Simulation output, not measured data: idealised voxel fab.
process module | voxel quadruple lines
cross-section cut | 300 nm wide | cells 5 nm
A cross-section is a grid of square cells, given in bands from the top down. A band is one or more rows of cells.
Each band's line starts with the height of the band's top and of its bottom, in nm. Then come its materials from left to right, each with its width in nm. One material with "throughout" fills the band from edge to edge. "air" is empty space.
Height 0 is the level under which the wafer as received is all one material. The lowest band goes on downwards, as in "0 down".
A width such as "30 to 40" changes by the same amount from each row of cells to the next, from the band's top row to its bottom row.
"no change" after a step means that no cell of the cross-section changed.
closed voids: empty space of 8 cells or more with no open way to the top, each as width x height at its distance from the left edge, in nm
after a step's settings: what the simulator itself notes on the step
overlay nm, on a step with a mask: how far to the right of its planned place the mask lay; to the left if negative
Each pair below shows a cross-section before one step and the cross-section after it, down to the lowest band that changed. The line under each pair gives the step between them, with its settings. The pairs can come from different runs of this module on the same starting wafer, so a pair continues from the pair above only where its "before" says so.
before
  0 down: Si throughout
  closed voids: none
after
  10 to 0: Al2O3 throughout
  below 0: unchanged
  closed voids: none
the step between: op CONFORMAL_DEP | material Al2O3 | thk nm 10
before: the cross-section after the pair above
after
  20 to 10: W throughout
  below 10: unchanged
  closed voids: none
the step between: op DIRECTIONAL_DEP | material W | thk nm 10
before: the cross-section after the pair above
after
  40 to 20: polySi throughout
  below 20: unchanged
  closed voids: none
the step between: op DIRECTIONAL_DEP | material polySi | thk nm 20
before: the cross-section after the pair above
after
  65 to 40: aC throughout
  below 40: unchanged
  closed voids: none
the step between: op DIRECTIONAL_DEP | material aC | thk nm 25
before: the cross-section after the pair above
after
  100 to 65: air 95 | resist 25 | air 55 | resist 25 | air 100
  below 65: unchanged
  closed voids: none
the step between: op PATTERN | tone cover | mask id MANDREL | material resist | width nm 25 | pitch nm 80 | thk nm 35 | overlay nm 0
before: the cross-section after the pair above
after
  75 to 65: air 95 | resist 25 | air 55 | resist 25 | air 100
  65 to 40: air 95 | aC 25 | air 55 | aC 25 | air 100
  below 40: unchanged
  closed voids: none
the step between: op DIRECTIONAL_ETCH | etch materials aC | depth nm 25
before: the cross-section after the pair above
after
  65 to 40: air 95 | aC 25 | air 55 | aC 25 | air 100
  below 40: unchanged
  closed voids: none
the step between: op STRIP | etch materials resist
before: the cross-section after the pair above
after
  80 to 65: air 80 | SiO2 55 | air 25 | SiO2 55 | air 85
  65 to 55: air 80 | SiO2 15 | aC 25 | SiO2 15 | air 25 | SiO2 15 | aC 25 | SiO2 15 | air 85
  55 to 40: SiO2 95 | aC 25 | SiO2 55 | aC 25 | SiO2 100
  below 40: unchanged
  closed voids: none
the step between: op CONFORMAL_DEP | material SiO2 | thk nm 15
before: the cross-section after the pair above
after
  65 to 40: air 80 | SiO2 15 | aC 25 | SiO2 15 | air 25 | SiO2 15 | aC 25 | SiO2 15 | air 85
  below 40: unchanged
  closed voids: none
the step between: op DIRECTIONAL_ETCH | etch materials SiO2 | depth nm 15
before: the cross-section after the pair above
after
  65 to 40: air 80 | SiO2 15 | air 25 | SiO2 15 | air 25 | SiO2 15 | air 25 | SiO2 15 | air 85
  below 40: unchanged
  closed voids: none
the step between: op STRIP | etch materials aC
before: the cross-section after the pair above
after
  65 to 40: air 80 | SiO2 15 | air 25 | SiO2 15 | air 25 | SiO2 15 | air 25 | SiO2 15 | air 85
  40 to 20: air 80 | polySi 15 | air 25 | polySi 15 | air 25 | polySi 15 | air 25 | polySi 15 | air 85
  below 20: unchanged
  closed voids: none
the step between: op DIRECTIONAL_ETCH | etch materials polySi | depth nm 20
before: the cross-section after the pair above
after
  40 to 20: air 80 | polySi 15 | air 25 | polySi 15 | air 25 | polySi 15 | air 25 | polySi 15 | air 85
  below 20: unchanged
  closed voids: none
the step between: op STRIP | etch materials SiO2
before: the cross-section after the pair above
after
  45 to 40: air 75 | SiN 25 | air 15 | SiN 25 | air 15 | SiN 25 | air 15 | SiN 25 | air 80
  40 to 25: air 75 | SiN 5 | polySi 15 | SiN 5 | air 15 | SiN 5 | polySi 15 | SiN 5 | air 15 | SiN 5 | polySi 15 | SiN 5 | air 15 | SiN 5 | polySi 15 | SiN 5 | air 80
  25 to 20: SiN 80 | polySi 15 | SiN 25 | polySi 15 | SiN 25 | polySi 15 | SiN 25 | polySi 15 | SiN 85
  below 20: unchanged
  closed voids: none
the step between: op CONFORMAL_DEP | material SiN | thk nm 5
before: the cross-section after the pair above
after
  40 to 20: air 75 | SiN 5 | polySi 15 | SiN 5 | air 15 | SiN 5 | polySi 15 | SiN 5 | air 15 | SiN 5 | polySi 15 | SiN 5 | air 15 | SiN 5 | polySi 15 | SiN 5 | air 80
  below 20: unchanged
  closed voids: none
the step between: op DIRECTIONAL_ETCH | etch materials SiN | depth nm 5
before: the cross-section after the pair above
after
  40 to 20: air 75 | SiN 5 | air 15 | SiN 5 | air 15 | SiN 5 | air 15 | SiN 5 | air 15 | SiN 5 | air 15 | SiN 5 | air 15 | SiN 5 | air 15 | SiN 5 | air 80
  below 20: unchanged
  closed voids: none
the step between: op STRIP | etch materials polySi
before: the cross-section after the pair above
after
  40 to 20: air 75 | SiN 5 | air 15 | SiN 5 | air 15 | SiN 5 | air 15 | SiN 5 | air 15 | SiN 5 | air 15 | SiN 5 | air 15 | SiN 5 | air 15 | SiN 5 | air 80
  20 to 10: air 75 | W 5 | air 15 | W 5 | air 15 | W 5 | air 15 | W 5 | air 15 | W 5 | air 15 | W 5 | air 15 | W 5 | air 15 | W 5 | air 80
  below 10: unchanged
  closed voids: none
the step between: op DIRECTIONAL_ETCH | etch materials W | depth nm 10
before: the cross-section after the pair above
after
  20 to 10: air 75 | W 5 | air 15 | W 5 | air 15 | W 5 | air 15 | W 5 | air 15 | W 5 | air 15 | W 5 | air 15 | W 5 | air 15 | W 5 | air 80
  below 10: unchanged
  closed voids: none
the step between: op STRIP | etch materials SiN
before: the cross-section after the pair above
after
  30 to 20: lowk throughout
  20 to 10: lowk 75 | W 5 | lowk 15 | W 5 | lowk 15 | W 5 | lowk 15 | W 5 | lowk 15 | W 5 | lowk 15 | W 5 | lowk 15 | W 5 | lowk 15 | W 5 | lowk 80
  below 10: unchanged
  closed voids: none
the step between: op FILL_DEP | material lowk | thk nm 10
before: the cross-section after the pair above
after
  20 to 10: lowk 75 | W 5 | lowk 15 | W 5 | lowk 15 | W 5 | lowk 15 | W 5 | lowk 15 | W 5 | lowk 15 | W 5 | lowk 15 | W 5 | lowk 15 | W 5 | lowk 80
  below 10: unchanged
  closed voids: none
the step between: op CMP | height nm 20
before
  0 down: Si throughout
  closed voids: none
after
  10 to 0: W throughout
  below 0: unchanged
  closed voids: none
the step between: op DIRECTIONAL_DEP | material W | thk nm 10
before: the cross-section after the pair above
after
  30 to 10: polySi throughout
  below 10: unchanged
  closed voids: none
the step between: op DIRECTIONAL_DEP | material polySi | thk nm 20
before: the cross-section after the pair above
after
  55 to 30: aC throughout
  below 30: unchanged
  closed voids: none
the step between: op DIRECTIONAL_DEP | material aC | thk nm 25
before: the cross-section after the pair above
after
  90 to 55: air 95 | resist 25 | air 55 | resist 25 | air 100
  below 55: unchanged
  closed voids: none
the step between: op PATTERN | tone cover | mask id MANDREL | material resist | width nm 25 | pitch nm 80 | thk nm 35 | overlay nm 0
before: the cross-section after the pair above
after
  65 to 55: air 95 | resist 25 | air 55 | resist 25 | air 100
  55 to 30: air 95 | aC 25 | air 55 | aC 25 | air 100
  below 30: unchanged
  closed voids: none
the step between: op DIRECTIONAL_ETCH | etch materials aC | depth nm 25
before: the cross-section after the pair above
after
  55 to 30: air 95 | aC 25 | air 55 | aC 25 | air 100
  below 30: unchanged
  closed voids: none
the step between: op STRIP | etch materials resist
before: the cross-section after the pair above
after
  70 to 55: air 80 | SiO2 55 | air 25 | SiO2 55 | air 85
  55 to 45: air 80 | SiO2 15 | aC 25 | SiO2 15 | air 25 | SiO2 15 | aC 25 | SiO2 15 | air 85
  45 to 30: SiO2 95 | aC 25 | SiO2 55 | aC 25 | SiO2 100
  below 30: unchanged
  closed voids: none
the step between: op CONFORMAL_DEP | material SiO2 | thk nm 15
before: the cross-section after the pair above
after
  55 to 30: air 80 | SiO2 15 | aC 25 | SiO2 15 | air 25 | SiO2 15 | aC 25 | SiO2 15 | air 85
  below 30: unchanged
  closed voids: none
the step between: op DIRECTIONAL_ETCH | etch materials SiO2 | depth nm 15
before: the cross-section after the pair above
after
  55 to 30: air 80 | SiO2 15 | air 25 | SiO2 15 | air 25 | SiO2 15 | air 25 | SiO2 15 | air 85
  below 30: unchanged
  closed voids: none
the step between: op STRIP | etch materials aC
before: the cross-section after the pair above
after
  55 to 30: air 80 | SiO2 15 | air 25 | SiO2 15 | air 25 | SiO2 15 | air 25 | SiO2 15 | air 85
  30 to 10: air 80 | polySi 15 | air 25 | polySi 15 | air 25 | polySi 15 | air 25 | polySi 15 | air 85
  below 10: unchanged
  closed voids: none
the step between: op DIRECTIONAL_ETCH | etch materials polySi | depth nm 20
before: the cross-section after the pair above
after
  30 to 10: air 80 | polySi 15 | air 25 | polySi 15 | air 25 | polySi 15 | air 25 | polySi 15 | air 85
  below 10: unchanged
  closed voids: none
the step between: op STRIP | etch materials SiO2
before: the cross-section after the pair above
after
  35 to 30: air 75 | SiN 25 | air 15 | SiN 25 | air 15 | SiN 25 | air 15 | SiN 25 | air 80
  30 to 15: air 75 | SiN 5 | polySi 15 | SiN 5 | air 15 | SiN 5 | polySi 15 | SiN 5 | air 15 | SiN 5 | polySi 15 | SiN 5 | air 15 | SiN 5 | polySi 15 | SiN 5 | air 80
  15 to 10: SiN 80 | polySi 15 | SiN 25 | polySi 15 | SiN 25 | polySi 15 | SiN 25 | polySi 15 | SiN 85
  below 10: unchanged
  closed voids: none
the step between: op CONFORMAL_DEP | material SiN | thk nm 5
before: the cross-section after the pair above
after
  30 to 10: air 75 | SiN 5 | polySi 15 | SiN 5 | air 15 | SiN 5 | polySi 15 | SiN 5 | air 15 | SiN 5 | polySi 15 | SiN 5 | air 15 | SiN 5 | polySi 15 | SiN 5 | air 80
  below 10: unchanged
  closed voids: none
the step between: op DIRECTIONAL_ETCH | etch materials SiN | depth nm 5
before: the cross-section after the pair above
after
  30 to 10: air 75 | SiN 5 | air 15 | SiN 5 | air 15 | SiN 5 | air 15 | SiN 5 | air 15 | SiN 5 | air 15 | SiN 5 | air 15 | SiN 5 | air 15 | SiN 5 | air 80
  below 10: unchanged
  closed voids: none
the step between: op STRIP | etch materials polySi
before: the cross-section after the pair above
after
  30 to 10: air 75 | SiN 5 | air 15 | SiN 5 | air 15 | SiN 5 | air 15 | SiN 5 | air 15 | SiN 5 | air 15 | SiN 5 | air 15 | SiN 5 | air 15 | SiN 5 | air 80
  10 to 0: air 75 | W 5 | air 15 | W 5 | air 15 | W 5 | air 15 | W 5 | air 15 | W 5 | air 15 | W 5 | air 15 | W 5 | air 15 | W 5 | air 80
  below 0: unchanged
  closed voids: none
the step between: op DIRECTIONAL_ETCH | etch materials W | depth nm 10
before: the cross-section after the pair above
after
  10 to 0: air 75 | W 5 | air 15 | W 5 | air 15 | W 5 | air 15 | W 5 | air 15 | W 5 | air 15 | W 5 | air 15 | W 5 | air 15 | W 5 | air 80
  below 0: unchanged
  closed voids: none
the step between: op STRIP | etch materials SiN
before: the cross-section after the pair above
after
  20 to 10: lowk throughout
  10 to 0: lowk 75 | W 5 | lowk 15 | W 5 | lowk 15 | W 5 | lowk 15 | W 5 | lowk 15 | W 5 | lowk 15 | W 5 | lowk 15 | W 5 | lowk 15 | W 5 | lowk 80
  below 0: unchanged
  closed voids: none
the step between: op FILL_DEP | material lowk | thk nm 10
before
  65 to 40: air 80 | SiO2 15 | aC 25 | SiO2 15 | air 25 | SiO2 15 | aC 25 | SiO2 15 | air 85
  40 to 20: polySi throughout
  20 to 10: W throughout
  10 to 0: Al2O3 throughout
  0 down: Si throughout
  closed voids: none
after
  65 to 50: air 95 | aC 25 | air 55 | aC 25 | air 100
  below 50: unchanged
  closed voids: none
the step between: op DIRECTIONAL_ETCH | etch materials SiO2 | depth nm 15
before: the cross-section after the pair above
after
  50 to 40: air 80 | SiO2 15 | air 25 | SiO2 15 | air 25 | SiO2 15 | air 25 | SiO2 15 | air 85
  below 40: unchanged
  closed voids: none
the step between: op STRIP | etch materials aC
before: the cross-section after the pair above
after
  50 to 40: air 80 | SiO2 15 | air 25 | SiO2 15 | air 25 | SiO2 15 | air 25 | SiO2 15 | air 85
  40 to 20: air 80 | polySi 15 | air 25 | polySi 15 | air 25 | polySi 15 | air 25 | polySi 15 | air 85
  below 20: unchanged
  closed voids: none
the step between: op DIRECTIONAL_ETCH | etch materials polySi | depth nm 20
before: the cross-section after the pair above
after
  40 to 20: air 80 | polySi 15 | air 25 | polySi 15 | air 25 | polySi 15 | air 25 | polySi 15 | air 85
  below 20: unchanged
  closed voids: none
the step between: op STRIP | etch materials SiO2
before
  10 to 0: Al2O3 throughout
  0 down: Si throughout
  closed voids: none
after
  30 to 10: polySi throughout
  below 10: unchanged
  closed voids: none
the step between: op DIRECTIONAL_DEP | material polySi | thk nm 20
before: the cross-section after the pair above
after
  40 to 30: W throughout
  below 30: unchanged
  closed voids: none
the step between: op DIRECTIONAL_DEP | material W | thk nm 10
before: the cross-section after the pair above
after
  65 to 40: aC throughout
  below 40: unchanged
  closed voids: none
the step between: op DIRECTIONAL_DEP | material aC | thk nm 25
before: the cross-section after the pair above
after
  100 to 65: air 95 | resist 25 | air 55 | resist 25 | air 100
  below 65: unchanged
  closed voids: none
the step between: op PATTERN | tone cover | mask id MANDREL | material resist | width nm 25 | pitch nm 80 | thk nm 35 | overlay nm 0
before: the cross-section after the pair above
after
  75 to 65: air 95 | resist 25 | air 55 | resist 25 | air 100
  65 to 40: air 95 | aC 25 | air 55 | aC 25 | air 100
  below 40: unchanged
  closed voids: none
the step between: op DIRECTIONAL_ETCH | etch materials aC | depth nm 25
before: the cross-section after the pair above
after
  65 to 40: air 95 | aC 25 | air 55 | aC 25 | air 100
  below 40: unchanged
  closed voids: none
the step between: op STRIP | etch materials resist
before: the cross-section after the pair above
after
  80 to 65: air 80 | SiO2 55 | air 25 | SiO2 55 | air 85
  65 to 55: air 80 | SiO2 15 | aC 25 | SiO2 15 | air 25 | SiO2 15 | aC 25 | SiO2 15 | air 85
  55 to 40: SiO2 95 | aC 25 | SiO2 55 | aC 25 | SiO2 100
  below 40: unchanged
  closed voids: none
the step between: op CONFORMAL_DEP | material SiO2 | thk nm 15
before: the cross-section after the pair above
after
  65 to 40: air 80 | SiO2 15 | aC 25 | SiO2 15 | air 25 | SiO2 15 | aC 25 | SiO2 15 | air 85
  below 40: unchanged
  closed voids: none
the step between: op DIRECTIONAL_ETCH | etch materials SiO2 | depth nm 15
before: the cross-section after the pair above
after
  65 to 40: air 80 | SiO2 15 | air 25 | SiO2 15 | air 25 | SiO2 15 | air 25 | SiO2 15 | air 85
  below 40: unchanged
  closed voids: none
the step between: op STRIP | etch materials aC
before: the cross-section after the pair above
after
  40 to 30: W throughout
  below 30: unchanged
  closed voids: none
the step between: op STRIP | etch materials SiO2
before: the cross-section after the pair above
after
  45 to 40: SiN throughout
  below 40: unchanged
  closed voids: none
the step between: op CONFORMAL_DEP | material SiN | thk nm 5
before: the cross-section after the pair above
after
  40 to 30: W throughout
  below 30: unchanged
  closed voids: none
the step between: op DIRECTIONAL_ETCH | etch materials SiN | depth nm 5
before: the cross-section after the pair above
after
  30 to 10: polySi throughout
  below 10: unchanged
  closed voids: none
the step between: op DIRECTIONAL_ETCH | etch materials W | depth nm 10
before: the cross-section after the pair above
after
  40 to 30: lowk throughout
  below 30: unchanged
  closed voids: none
the step between: op FILL_DEP | material lowk | thk nm 10
before: the cross-section after the pair above
after
  20 to 10: polySi throughout
  below 10: unchanged
  closed voids: none
the step between: op CMP | height nm 20
before
  65 to 40: air 95 | aC 25 | air 55 | aC 25 | air 100
  40 to 20: polySi throughout
  20 to 10: W throughout
  10 to 0: Al2O3 throughout
  0 down: Si throughout
  closed voids: none
after
  70 to 65: air 90 | SiO2 35 | air 45 | SiO2 35 | air 95
  65 to 45: air 90 | SiO2 5 | aC 25 | SiO2 5 | air 45 | SiO2 5 | aC 25 | SiO2 5 | air 95
  45 to 40: SiO2 95 | aC 25 | SiO2 55 | aC 25 | SiO2 100
  below 40: unchanged
  closed voids: none
the step between: op CONFORMAL_DEP | material SiO2 | thk nm 5
before: the cross-section after the pair above
after
  65 to 55: air 95 | aC 25 | air 55 | aC 25 | air 100
  55 to 40: air 90 | SiO2 5 | aC 25 | SiO2 5 | air 45 | SiO2 5 | aC 25 | SiO2 5 | air 95
  below 40: unchanged
  closed voids: none
the step between: op DIRECTIONAL_ETCH | etch materials SiO2 | depth nm 15
before: the cross-section after the pair above
after
  55 to 40: air 90 | SiO2 5 | air 25 | SiO2 5 | air 45 | SiO2 5 | air 25 | SiO2 5 | air 95
  below 40: unchanged
  closed voids: none
the step between: op STRIP | etch materials aC
before: the cross-section after the pair above
after
  55 to 40: air 90 | SiO2 5 | air 25 | SiO2 5 | air 45 | SiO2 5 | air 25 | SiO2 5 | air 95
  40 to 20: air 90 | polySi 5 | air 25 | polySi 5 | air 45 | polySi 5 | air 25 | polySi 5 | air 95
  below 20: unchanged
  closed voids: none
the step between: op DIRECTIONAL_ETCH | etch materials polySi | depth nm 20
before: the cross-section after the pair above
after
  40 to 20: air 90 | polySi 5 | air 25 | polySi 5 | air 45 | polySi 5 | air 25 | polySi 5 | air 95
  below 20: unchanged
  closed voids: none
the step between: op STRIP | etch materials SiO2
before: the cross-section after the pair above
after
  45 to 40: air 85 | SiN 15 | air 15 | SiN 15 | air 35 | SiN 15 | air 15 | SiN 15 | air 90
  40 to 25: air 85 | SiN 5 | polySi 5 | SiN 5 | air 15 | SiN 5 | polySi 5 | SiN 5 | air 35 | SiN 5 | polySi 5 | SiN 5 | air 15 | SiN 5 | polySi 5 | SiN 5 | air 90
  25 to 20: SiN 90 | polySi 5 | SiN 25 | polySi 5 | SiN 45 | polySi 5 | SiN 25 | polySi 5 | SiN 95
  below 20: unchanged
  closed voids: none
the step between: op CONFORMAL_DEP | material SiN | thk nm 5
before: the cross-section after the pair above
after
  40 to 20: air 85 | SiN 5 | polySi 5 | SiN 5 | air 15 | SiN 5 | polySi 5 | SiN 5 | air 35 | SiN 5 | polySi 5 | SiN 5 | air 15 | SiN 5 | polySi 5 | SiN 5 | air 90
  below 20: unchanged
  closed voids: none
the step between: op DIRECTIONAL_ETCH | etch materials SiN | depth nm 5
before: the cross-section after the pair above
after
  40 to 20: air 85 | SiN 5 | air 5 | SiN 5 | air 15 | SiN 5 | air 5 | SiN 5 | air 35 | SiN 5 | air 5 | SiN 5 | air 15 | SiN 5 | air 5 | SiN 5 | air 90
  below 20: unchanged
  closed voids: none
the step between: op STRIP | etch materials polySi
before: the cross-section after the pair above
after
  40 to 20: air 85 | SiN 5 | air 5 | SiN 5 | air 15 | SiN 5 | air 5 | SiN 5 | air 35 | SiN 5 | air 5 | SiN 5 | air 15 | SiN 5 | air 5 | SiN 5 | air 90
  20 to 10: air 85 | W 5 | air 5 | W 5 | air 15 | W 5 | air 5 | W 5 | air 35 | W 5 | air 5 | W 5 | air 15 | W 5 | air 5 | W 5 | air 90
  below 10: unchanged
  closed voids: none
the step between: op DIRECTIONAL_ETCH | etch materials W | depth nm 10
before: the cross-section after the pair above
after
  20 to 10: air 85 | W 5 | air 5 | W 5 | air 15 | W 5 | air 5 | W 5 | air 35 | W 5 | air 5 | W 5 | air 15 | W 5 | air 5 | W 5 | air 90
  below 10: unchanged
  closed voids: none
the step between: op STRIP | etch materials SiN
before: the cross-section after the pair above
after
  30 to 20: lowk throughout
  20 to 10: lowk 85 | W 5 | lowk 5 | W 5 | lowk 15 | W 5 | lowk 5 | W 5 | lowk 35 | W 5 | lowk 5 | W 5 | lowk 15 | W 5 | lowk 5 | W 5 | lowk 90
  below 10: unchanged
  closed voids: none
the step between: op FILL_DEP | material lowk | thk nm 10
before: the cross-section after the pair above
after
  20 to 10: lowk 85 | W 5 | lowk 5 | W 5 | lowk 15 | W 5 | lowk 5 | W 5 | lowk 35 | W 5 | lowk 5 | W 5 | lowk 15 | W 5 | lowk 5 | W 5 | lowk 90
  below 10: unchanged
  closed voids: none
the step between: op CMP | height nm 20
before
  65 to 40: aC throughout
  40 to 20: polySi throughout
  20 to 10: W throughout
  10 to 0: Al2O3 throughout
  0 down: Si throughout
  closed voids: none
after
  100 to 65: air 90 | resist 35 | air 45 | resist 35 | air 95
  below 65: unchanged
  closed voids: none
the step between: op PATTERN | tone cover | mask id MANDREL | material resist | width nm 35 | pitch nm 80 | thk nm 35 | overlay nm 0
before: the cross-section after the pair above
after
  75 to 65: air 90 | resist 35 | air 45 | resist 35 | air 95
  65 to 40: air 90 | aC 35 | air 45 | aC 35 | air 95
  below 40: unchanged
  closed voids: none
the step between: op DIRECTIONAL_ETCH | etch materials aC | depth nm 25
before: the cross-section after the pair above
after
  65 to 40: air 90 | aC 35 | air 45 | aC 35 | air 95
  below 40: unchanged
  closed voids: none
the step between: op STRIP | etch materials resist
before: the cross-section after the pair above
after
  80 to 65: air 75 | SiO2 65 | air 15 | SiO2 65 | air 80
  65 to 55: air 75 | SiO2 15 | aC 35 | SiO2 15 | air 15 | SiO2 15 | aC 35 | SiO2 15 | air 80
  55 to 40: SiO2 90 | aC 35 | SiO2 45 | aC 35 | SiO2 95
  below 40: unchanged
  closed voids: none
the step between: op CONFORMAL_DEP | material SiO2 | thk nm 15
before: the cross-section after the pair above
after
  65 to 40: air 75 | SiO2 15 | aC 35 | SiO2 15 | air 15 | SiO2 15 | aC 35 | SiO2 15 | air 80
  below 40: unchanged
  closed voids: none
the step between: op DIRECTIONAL_ETCH | etch materials SiO2 | depth nm 15
before: the cross-section after the pair above
after
  65 to 40: air 75 | SiO2 15 | air 35 | SiO2 15 | air 15 | SiO2 15 | air 35 | SiO2 15 | air 80
  below 40: unchanged
  closed voids: none
the step between: op STRIP | etch materials aC
before: the cross-section after the pair above
after
  65 to 40: air 75 | SiO2 15 | air 35 | SiO2 15 | air 15 | SiO2 15 | air 35 | SiO2 15 | air 80
  40 to 20: air 75 | polySi 15 | air 35 | polySi 15 | air 15 | polySi 15 | air 35 | polySi 15 | air 80
  below 20: unchanged
  closed voids: none
the step between: op DIRECTIONAL_ETCH | etch materials polySi | depth nm 20
before: the cross-section after the pair above
after
  40 to 20: air 75 | polySi 15 | air 35 | polySi 15 | air 15 | polySi 15 | air 35 | polySi 15 | air 80
  below 20: unchanged
  closed voids: none
the step between: op STRIP | etch materials SiO2
before: the cross-section after the pair above
after
  45 to 40: air 70 | SiN 25 | air 25 | SiN 25 | air 5 | SiN 25 | air 25 | SiN 25 | air 75
  40 to 25: air 70 | SiN 5 | polySi 15 | SiN 5 | air 25 | SiN 5 | polySi 15 | SiN 5 | air 5 | SiN 5 | polySi 15 | SiN 5 | air 25 | SiN 5 | polySi 15 | SiN 5 | air 75
  25 to 20: SiN 75 | polySi 15 | SiN 35 | polySi 15 | SiN 15 | polySi 15 | SiN 35 | polySi 15 | SiN 80
  below 20: unchanged
  closed voids: none
the step between: op CONFORMAL_DEP | material SiN | thk nm 5
before: the cross-section after the pair above
after
  40 to 20: air 70 | SiN 5 | polySi 15 | SiN 5 | air 25 | SiN 5 | polySi 15 | SiN 5 | air 5 | SiN 5 | polySi 15 | SiN 5 | air 25 | SiN 5 | polySi 15 | SiN 5 | air 75
  below 20: unchanged
  closed voids: none
the step between: op DIRECTIONAL_ETCH | etch materials SiN | depth nm 5
before: the cross-section after the pair above
after
  40 to 20: air 70 | SiN 5 | air 15 | SiN 5 | air 25 | SiN 5 | air 15 | SiN 5 | air 5 | SiN 5 | air 15 | SiN 5 | air 25 | SiN 5 | air 15 | SiN 5 | air 75
  below 20: unchanged
  closed voids: none
the step between: op STRIP | etch materials polySi
before: the cross-section after the pair above
after
  40 to 20: air 70 | SiN 5 | air 15 | SiN 5 | air 25 | SiN 5 | air 15 | SiN 5 | air 5 | SiN 5 | air 15 | SiN 5 | air 25 | SiN 5 | air 15 | SiN 5 | air 75
  20 to 10: air 70 | W 5 | air 15 | W 5 | air 25 | W 5 | air 15 | W 5 | air 5 | W 5 | air 15 | W 5 | air 25 | W 5 | air 15 | W 5 | air 75
  below 10: unchanged
  closed voids: none
the step between: op DIRECTIONAL_ETCH | etch materials W | depth nm 10
before: the cross-section after the pair above
after
  20 to 10: air 70 | W 5 | air 15 | W 5 | air 25 | W 5 | air 15 | W 5 | air 5 | W 5 | air 15 | W 5 | air 25 | W 5 | air 15 | W 5 | air 75
  below 10: unchanged
  closed voids: none
the step between: op STRIP | etch materials SiN
before: the cross-section after the pair above
after
  30 to 20: lowk throughout
  20 to 10: lowk 70 | W 5 | lowk 15 | W 5 | lowk 25 | W 5 | lowk 15 | W 5 | lowk 5 | W 5 | lowk 15 | W 5 | lowk 25 | W 5 | lowk 15 | W 5 | lowk 75
  below 10: unchanged
  closed voids: none
the step between: op FILL_DEP | material lowk | thk nm 10
before: the cross-section after the pair above
after
  20 to 10: lowk 70 | W 5 | lowk 15 | W 5 | lowk 25 | W 5 | lowk 15 | W 5 | lowk 5 | W 5 | lowk 15 | W 5 | lowk 25 | W 5 | lowk 15 | W 5 | lowk 75
  below 10: unchanged
  closed voids: none
the step between: op CMP | height nm 20
before
  65 to 40: aC throughout
  40 to 20: polySi throughout
  20 to 10: W throughout
  10 to 0: Al2O3 throughout
  0 down: Si throughout
  closed voids: none
after
  100 to 65: air 85 | resist 25 | air 55 | resist 25 | air 110
  below 65: unchanged
  closed voids: none
the step between: op PATTERN | tone cover | mask id MANDREL | material resist | width nm 25 | pitch nm 80 | thk nm 35 | overlay nm -10
before: the cross-section after the pair above
after
  75 to 65: air 85 | resist 25 | air 55 | resist 25 | air 110
  65 to 40: air 85 | aC 25 | air 55 | aC 25 | air 110
  below 40: unchanged
  closed voids: none
the step between: op DIRECTIONAL_ETCH | etch materials aC | depth nm 25
before: the cross-section after the pair above
after
  65 to 40: air 85 | aC 25 | air 55 | aC 25 | air 110
  below 40: unchanged
  closed voids: none
the step between: op STRIP | etch materials resist
before: the cross-section after the pair above
after
  80 to 65: air 70 | SiO2 55 | air 25 | SiO2 55 | air 95
  65 to 55: air 70 | SiO2 15 | aC 25 | SiO2 15 | air 25 | SiO2 15 | aC 25 | SiO2 15 | air 95
  55 to 40: SiO2 85 | aC 25 | SiO2 55 | aC 25 | SiO2 110
  below 40: unchanged
  closed voids: none
the step between: op CONFORMAL_DEP | material SiO2 | thk nm 15
before: the cross-section after the pair above
after
  65 to 40: air 70 | SiO2 15 | aC 25 | SiO2 15 | air 25 | SiO2 15 | aC 25 | SiO2 15 | air 95
  below 40: unchanged
  closed voids: none
the step between: op DIRECTIONAL_ETCH | etch materials SiO2 | depth nm 15
before: the cross-section after the pair above
after
  65 to 40: air 70 | SiO2 15 | air 25 | SiO2 15 | air 25 | SiO2 15 | air 25 | SiO2 15 | air 95
  below 40: unchanged
  closed voids: none
the step between: op STRIP | etch materials aC
before: the cross-section after the pair above
after
  65 to 40: air 70 | SiO2 15 | air 25 | SiO2 15 | air 25 | SiO2 15 | air 25 | SiO2 15 | air 95
  40 to 20: air 70 | polySi 15 | air 25 | polySi 15 | air 25 | polySi 15 | air 25 | polySi 15 | air 95
  below 20: unchanged
  closed voids: none
the step between: op DIRECTIONAL_ETCH | etch materials polySi | depth nm 20
before: the cross-section after the pair above
after
  40 to 20: air 70 | polySi 15 | air 25 | polySi 15 | air 25 | polySi 15 | air 25 | polySi 15 | air 95
  below 20: unchanged
  closed voids: none
the step between: op STRIP | etch materials SiO2
before: the cross-section after the pair above
after
  45 to 40: air 65 | SiN 25 | air 15 | SiN 25 | air 15 | SiN 25 | air 15 | SiN 25 | air 90
  40 to 25: air 65 | SiN 5 | polySi 15 | SiN 5 | air 15 | SiN 5 | polySi 15 | SiN 5 | air 15 | SiN 5 | polySi 15 | SiN 5 | air 15 | SiN 5 | polySi 15 | SiN 5 | air 90
  25 to 20: SiN 70 | polySi 15 | SiN 25 | polySi 15 | SiN 25 | polySi 15 | SiN 25 | polySi 15 | SiN 95
  below 20: unchanged
  closed voids: none
the step between: op CONFORMAL_DEP | material SiN | thk nm 5
before: the cross-section after the pair above
after
  40 to 20: air 65 | SiN 5 | polySi 15 | SiN 5 | air 15 | SiN 5 | polySi 15 | SiN 5 | air 15 | SiN 5 | polySi 15 | SiN 5 | air 15 | SiN 5 | polySi 15 | SiN 5 | air 90
  below 20: unchanged
  closed voids: none
the step between: op DIRECTIONAL_ETCH | etch materials SiN | depth nm 5
before: the cross-section after the pair above
after
  40 to 20: air 65 | SiN 5 | air 15 | SiN 5 | air 15 | SiN 5 | air 15 | SiN 5 | air 15 | SiN 5 | air 15 | SiN 5 | air 15 | SiN 5 | air 15 | SiN 5 | air 90
  below 20: unchanged
  closed voids: none
the step between: op STRIP | etch materials polySi
before: the cross-section after the pair above
after
  40 to 20: air 65 | SiN 5 | air 15 | SiN 5 | air 15 | SiN 5 | air 15 | SiN 5 | air 15 | SiN 5 | air 15 | SiN 5 | air 15 | SiN 5 | air 15 | SiN 5 | air 90
  20 to 10: air 65 | W 5 | air 15 | W 5 | air 15 | W 5 | air 15 | W 5 | air 15 | W 5 | air 15 | W 5 | air 15 | W 5 | air 15 | W 5 | air 90
  below 10: unchanged
  closed voids: none
the step between: op DIRECTIONAL_ETCH | etch materials W | depth nm 10
before: the cross-section after the pair above
after
  20 to 10: air 65 | W 5 | air 15 | W 5 | air 15 | W 5 | air 15 | W 5 | air 15 | W 5 | air 15 | W 5 | air 15 | W 5 | air 15 | W 5 | air 90
  below 10: unchanged
  closed voids: none
the step between: op STRIP | etch materials SiN
before: the cross-section after the pair above
after
  30 to 20: lowk throughout
  20 to 10: lowk 65 | W 5 | lowk 15 | W 5 | lowk 15 | W 5 | lowk 15 | W 5 | lowk 15 | W 5 | lowk 15 | W 5 | lowk 15 | W 5 | lowk 15 | W 5 | lowk 90
  below 10: unchanged
  closed voids: none
the step between: op FILL_DEP | material lowk | thk nm 10
